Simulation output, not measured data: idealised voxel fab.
Title: Process Module voxel wiring stack
Cross-section cut spans 255 nm and uses square cells 5 nm in size.
When this document writes out a cross-section, it uses a grid of square cells and lists it as bands, beginning at the top and moving down, with a band standing for one or more rows of cells. The entry gives the band's vertical extent as a top height and a bottom height in nm, then its horizontal make-up as materials from left to right, each with a width in nm. "air" stands for empty space; a single material marked "all across" fills the band edge to edge. Height is counted from the level 0, under which the received wafer is composed throughout of one material. The lowest of the bands is not closed at the bottom but continues downward, in the notation "0 -> down". A two-number width, for instance "30 to 40", indicates that the width is equal to the first number in the top row of the band and to the second number in the bottom row, and that it changes by a constant amount per row of cells. The cross-section has no changed cell in any step marked "nothing changed". Entry "Closed cavity list" = empty spaces >= 8 cells with no open way to the top; each as width x height at distance, distance from left edge, all nm. Heads up: the bit after the settings on a step's line is the simulator's remark on that step. overlay nm: mask right of planned place by this much (step with mask). Neg. = left.

-- Steps planned for the process
1,RECEIVE: material Si
2,CONFORMAL_DEP: material SiO2, thk nm 15
3,DIRECTIONAL_DEP: material TiN, thk nm 5
4,DIRECTIONAL_DEP: material Ru, thk nm 25
5,MASKED_ETCH: tone cover, mask id METAL_1, width nm 15, pitch nm 40, etch materials Ru, depth nm 25, overlay nm 0
6,MASKED_ETCH: tone cover, mask id METAL_1, width nm 25, pitch nm 40, etch materials TiN, depth nm 5, overlay nm 0
7,FILL_DEP: material SiO2, thk nm 10
8,CMP: height nm 45
9,CONFORMAL_DEP: material SiCN, thk nm 5
10,DIRECTIONAL_DEP: material lowk, thk nm 15
11,PATTERN: tone open, mask id PLUG_1, material resist, width nm 15, pitch nm 40, thk nm 15, overlay nm 0
12,DIRECTIONAL_ETCH: etch materials lowk, depth nm 15
13,DIRECTIONAL_ETCH: etch materials SiCN, depth nm 5
14,STRIP: etch materials resist
15,EPI: material Ru, thk nm 10
16,EPI: material Ru, thk nm 10
17,DIRECTIONAL_DEP: material TiN, thk nm 5
18,DIRECTIONAL_DEP: material Ru, thk nm 20
19,PATTERN: tone cover, mask id METAL_2, material resist, width nm 25, pitch nm 40, thk nm 20, overlay nm 0
20,DIRECTIONAL_ETCH: etch materials Ru, depth nm 20
21,DIRECTIONAL_ETCH: etch materials TiN, depth nm 5
22,STRIP: etch materials resist
23,FILL_DEP: material lowk, thk nm 10
24,CMP: height nm 90
25,CONFORMAL_DEP: material SiN, thk nm 5
Don't read the plan's width nm for step 5 as applying to every wafer: that's the first wafer's value, and the wafers differ in it, though they all start identical.

-- Cross-section of the first of several wafers on receipt, reflecting completion of step 1
  0 -> down: Si all across
  Closed cavity list: none

-- Module finished, last step 25 done: cross-section of the first of several wafers
  95 -> 90: SiN all across
  90 -> 70: lowk 95 nm, then Ru 25 nm, then lowk 15 nm, then Ru 25 nm, then lowk 95 nm
  70 -> 65: lowk 95 nm, then TiN 25 nm, then lowk 15 nm, then TiN 25 nm, then lowk 95 nm
  65 -> 50: lowk 95 nm, then Ru 15 nm, then lowk 25 nm, then Ru 15 nm, then lowk 105 nm
  50 -> 45: SiCN 95 nm, then Ru 15 nm, then SiCN 25 nm, then Ru 15 nm, then SiCN 105 nm
  45 -> 20: SiO2 100 nm, then Ru 15 nm, then SiO2 25 nm, then Ru 15 nm, then SiO2 100 nm
  20 -> 15: SiO2 95 nm, then TiN 25 nm, then SiO2 15 nm, then TiN 25 nm, then SiO2 95 nm
  15 -> 0: SiO2 all across
  0 -> down: Si all across
  Closed cavity list: none

-- Cross-sectional depiction of the last of several wafers upon completion of the module
  95 -> 90: SiN all across
  90 -> 70: lowk 95 nm, then Ru 25 nm, then lowk 15 nm, then Ru 25 nm, then lowk 95 nm
  70 -> 65: lowk 95 nm, then TiN 25 nm, then lowk 15 nm, then TiN 25 nm, then lowk 95 nm
  65 -> 50: lowk 95 nm, then Ru 15 nm, then lowk 25 nm, then Ru 15 nm, then lowk 105 nm
  50 -> 45: SiCN 95 nm, then Ru 15 nm, then SiCN 25 nm, then Ru 15 nm, then SiCN 105 nm
  45 -> 20: SiO2 95 nm, then Ru 25 nm, then SiO2 15 nm, then Ru 25 nm, then SiO2 95 nm
  20 -> 15: SiO2 95 nm, then TiN 25 nm, then SiO2 15 nm, then TiN 25 nm, then SiO2 95 nm
  15 -> 0: SiO2 all across
  0 -> down: Si all across
  Closed cavity list: none

-- For your reference, the table is organized with a row per wafer; each row reflects the wafer at the end of the module, indicating for each material the cells gained (+) or lost (-) since receipt, and thereafter its closed voids
width nm 15; +94 Ru; +45 SiCN; +51 SiN; +419 SiO2; +20 TiN; +340 lowk; Closed cavity list: none
width nm 20; +104 Ru; +45 SiCN; +51 SiN; +409 SiO2; +20 TiN; +340 lowk; Closed cavity list: none
width nm 25; +114 Ru; +45 SiCN; +51 SiN; +399 SiO2; +20 TiN; +340 lowk; Closed cavity list: none
